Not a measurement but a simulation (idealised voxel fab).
Process module name: voxel quadruple lines
The cross-section shown here is cut; it is 165 nm wide and divided into square cells measuring 5 nm on a side.
Throughout this document, each cross-section is represented as a grid of square cells and is presented as a sequence of bands enumerated from the top downward, where a band comprises one or more rows of cells. A band entry consists of two parts. The first gives the height of the band's top and the height of its bottom, in nm. The rest lists the band's materials from left to right, each with its width in nm. A single material labelled with the word "edge to edge" fills the band from edge to edge, and the word "blank" marks empty space. Measure heights from 0. That's the level where, below it, the as-received wafer is all one material. The lowest band is bottomless and extends downward; write it as in "0 nm and below". So if you see something like "30..40" for the width, read it as the top row of the band sitting at the first number and the bottom row at the second, with every row in between moving by the same amount as the last. Step note "no change" = no cross-section cell changed. "Sealed voids" contains a list of empty spaces, each no smaller than 8 cells and without an open way to the top, written in the form width x height at distance with the distance from the left edge and all three in nm. The remark found on a step's line after its settings is issued by the simulator itself and pertains to that step. "overlay nm" on a masked step: distance the mask lay right of its planned place, negative for left.

List of planned process steps
1) op RECEIVE | material Si
2) op CONFORMAL_DEP | material SiO2 | thk nm 10
3) op DIRECTIONAL_DEP | material Ru | thk nm 10
4) op DIRECTIONAL_DEP | material polySi | thk nm 20
5) op DIRECTIONAL_DEP | material aC | thk nm 25
6) op PATTERN | tone cover | mask id MANDREL | material resist | width nm 25 | thk nm 35 | overlay nm 0
7) op DIRECTIONAL_ETCH | etch materials aC | depth nm 25
8) op STRIP | etch materials resist
9) op CONFORMAL_DEP | material SiO2 | thk nm 15
10) op DIRECTIONAL_ETCH | etch materials SiO2 | depth nm 15
11) op STRIP | etch materials aC
12) op DIRECTIONAL_ETCH | etch materials polySi | depth nm 20
13) op STRIP | etch materials SiO2
14) op CONFORMAL_DEP | material SiN | thk nm 5
15) op DIRECTIONAL_ETCH | etch materials SiN | depth nm 5
16) op STRIP | etch materials polySi
17) op DIRECTIONAL_ETCH | etch materials Ru | depth nm 10
18) op STRIP | etch materials SiN
19) op FILL_DEP | material lowk | thk nm 10
20) op CMP | height nm 20

First of two wafers - as planned

Wafer at receipt (post step 1), cross-section
0 nm and below = Si edge to edge
Sealed voids: none

So this is the wafer cross-section right after step 2
10 nm to 0 nm = SiO2 edge to edge
Below 0 it's all the same as before, nothing changed down there.

So this is the wafer cross-section right after step 3
20 nm to 10 nm = Ru edge to edge
Below 10 it's all the same as before, nothing changed down there.

So this is the wafer cross-section right after step 4
40 nm to 20 nm = polySi edge to edge
Below 20 it's all the same as before, nothing changed down there.

So this is the wafer cross-section right after step 5
65 nm to 40 nm = aC edge to edge
Below 40 it's all the same as before, nothing changed down there.

So this is the wafer cross-section right after step 6
100 nm to 65 nm = 70 of blank, 25 of resist, 70 of blank
Below 65 it's all the same as before, nothing changed down there.

So this is the wafer cross-section right after step 7
75 nm to 65 nm = 70 of blank, 25 of resist, 70 of blank
65 nm to 40 nm = 70 of blank, 25 of aC, 70 of blank
Below 40 it's all the same as before, nothing changed down there.

So this is the wafer cross-section right after step 8
65 nm to 40 nm = 70 of blank, 25 of aC, 70 of blank
Below 40 it's all the same as before, nothing changed down there.

So this is the wafer cross-section right after step 9
80 nm to 65 nm = 55 of blank, 55 of SiO2, 55 of blank
65 nm to 55 nm = 55 of blank, 15 of SiO2, 25 of aC, 15 of SiO2, 55 of blank
55 nm to 40 nm = 70 of SiO2, 25 of aC, 70 of SiO2
Below 40 it's all the same as before, nothing changed down there.

So this is the wafer cross-section right after step 10
65 nm to 40 nm = 55 of blank, 15 of SiO2, 25 of aC, 15 of SiO2, 55 of blank
Below 40 it's all the same as before, nothing changed down there.

So this is the wafer cross-section right after step 11
65 nm to 40 nm = 55 of blank, 15 of SiO2, 25 of blank, 15 of SiO2, 55 of blank
Below 40 it's all the same as before, nothing changed down there.

So this is the wafer cross-section right after step 12
65 nm to 40 nm = 55 of blank, 15 of SiO2, 25 of blank, 15 of SiO2, 55 of blank
40 nm to 20 nm = 55 of blank, 15 of polySi, 25 of blank, 15 of polySi, 55 of blank
Below 20 it's all the same as before, nothing changed down there.

So this is the wafer cross-section right after step 13
40 nm to 20 nm = 55 of blank, 15 of polySi, 25 of blank, 15 of polySi, 55 of blank
Below 20 it's all the same as before, nothing changed down there.

So this is the wafer cross-section right after step 14
45 nm to 40 nm = 50 of blank, 25 of SiN, 15 of blank, 25 of SiN, 50 of blank
40 nm to 25 nm = 50 of blank, 5 of SiN, 15 of polySi, 5 of SiN, 15 of blank, 5 of SiN, 15 of polySi, 5 of SiN, 50 of blank
25 nm to 20 nm = 55 of SiN, 15 of polySi, 25 of SiN, 15 of polySi, 55 of SiN
Below 20 it's all the same as before, nothing changed down there.

So this is the wafer cross-section right after step 15
40 nm to 20 nm = 50 of blank, 5 of SiN, 15 of polySi, 5 of SiN, 15 of blank, 5 of SiN, 15 of polySi, 5 of SiN, 50 of blank
Below 20 it's all the same as before, nothing changed down there.

So this is the wafer cross-section right after step 16
40 nm to 20 nm = 50 of blank, 5 of SiN, 15 of blank, 5 of SiN, 15 of blank, 5 of SiN, 15 of blank, 5 of SiN, 50 of blank
Below 20 it's all the same as before, nothing changed down there.

So this is the wafer cross-section right after step 17
40 nm to 20 nm = 50 of blank, 5 of SiN, 15 of blank, 5 of SiN, 15 of blank, 5 of SiN, 15 of blank, 5 of SiN, 50 of blank
20 nm to 10 nm = 50 of blank, 5 of Ru, 15 of blank, 5 of Ru, 15 of blank, 5 of Ru, 15 of blank, 5 of Ru, 50 of blank
Below 10 it's all the same as before, nothing changed down there.

So this is the wafer cross-section right after step 18
20 nm to 10 nm = 50 of blank, 5 of Ru, 15 of blank, 5 of Ru, 15 of blank, 5 of Ru, 15 of blank, 5 of Ru, 50 of blank
Below 10 it's all the same as before, nothing changed down there.

So this is the wafer cross-section right after step 19
30 nm to 20 nm = lowk edge to edge
20 nm to 10 nm = 50 of lowk, 5 of Ru, 15 of lowk, 5 of Ru, 15 of lowk, 5 of Ru, 15 of lowk, 5 of Ru, 50 of lowk
Below 10 it's all the same as before, nothing changed down there.

So this is the wafer cross-section right after step 20
20 nm to 10 nm = 50 of lowk, 5 of Ru, 15 of lowk, 5 of Ru, 15 of lowk, 5 of Ru, 15 of lowk, 5 of Ru, 50 of lowk
Below 10 it's all the same as before, nothing changed down there.

Second wafer - shared start and plan with the first - one error in running - same as the first up to step 2 inclusive

Cross-section of the second wafer at the time step 3 of the plan should have ended
30 nm to 10 nm = polySi edge to edge
Below 10 it's all the same as before, nothing changed down there.

Cross-section of the second wafer at the time step 4 of the plan should have ended
40 nm to 30 nm = Ru edge to edge
Below 30 it's all the same as before, nothing changed down there.

Cross-section of the second wafer at the time step 5 of the plan should have ended
65 nm to 40 nm = aC edge to edge
Below 40 it's all the same as before, nothing changed down there.

Cross-section of the second wafer at the time step 6 of the plan should have ended
100 nm to 65 nm = 70 of blank, 25 of resist, 70 of blank
Below 65 it's all the same as before, nothing changed down there.

Cross-section of the second wafer at the time step 7 of the plan should have ended
75 nm to 65 nm = 70 of blank, 25 of resist, 70 of blank
65 nm to 40 nm = 70 of blank, 25 of aC, 70 of blank
Below 40 it's all the same as before, nothing changed down there.

Cross-section of the second wafer at the time step 8 of the plan should have ended
65 nm to 40 nm = 70 of blank, 25 of aC, 70 of blank
Below 40 it's all the same as before, nothing changed down there.

Cross-section of the second wafer at the time step 9 of the plan should have ended
80 nm to 65 nm = 55 of blank, 55 of SiO2, 55 of blank
65 nm to 55 nm = 55 of blank, 15 of SiO2, 25 of aC, 15 of SiO2, 55 of blank
55 nm to 40 nm = 70 of SiO2, 25 of aC, 70 of SiO2
Below 40 it's all the same as before, nothing changed down there.

Cross-section of the second wafer at the time step 10 of the plan should have ended
65 nm to 40 nm = 55 of blank, 15 of SiO2, 25 of aC, 15 of SiO2, 55 of blank
Below 40 it's all the same as before, nothing changed down there.

Cross-section of the second wafer at the time step 11 of the plan should have ended
65 nm to 40 nm = 55 of blank, 15 of SiO2, 25 of blank, 15 of SiO2, 55 of blank
Below 40 it's all the same as before, nothing changed down there.

Cross-section of the second wafer at the time step 12 of the plan should have ended: no change

Cross-section of the second wafer at the time step 13 of the plan should have ended
40 nm to 30 nm = Ru edge to edge
Below 30 it's all the same as before, nothing changed down there.

Cross-section of the second wafer at the time step 14 of the plan should have ended
45 nm to 40 nm = SiN edge to edge
Below 40 it's all the same as before, nothing changed down there.

Cross-section of the second wafer at the time step 15 of the plan should have ended
40 nm to 30 nm = Ru edge to edge
Below 30 it's all the same as before, nothing changed down there.

Cross-section of the second wafer at the time step 16 of the plan should have ended: no change

Cross-section of the second wafer at the time step 17 of the plan should have ended
30 nm to 10 nm = polySi edge to edge
Below 10 it's all the same as before, nothing changed down there.

Cross-section of the second wafer at the time step 18 of the plan should have ended: no change

Cross-section of the second wafer at the time step 19 of the plan should have ended
40 nm to 30 nm = lowk edge to edge
Below 30 it's all the same as before, nothing changed down there.

Cross-section of the second wafer at the time step 20 of the plan should have ended
20 nm to 10 nm = polySi edge to edge
Below 10 it's all the same as before, nothing changed down there.
Processing error: steps 3 and 4 swapped
Upon completion, the second wafer contains, in terms of cells, a greater or smaller amount of certain materials than the first wafer: 8 fewer of Ru | 58 fewer of lowk | 66 more of polySi
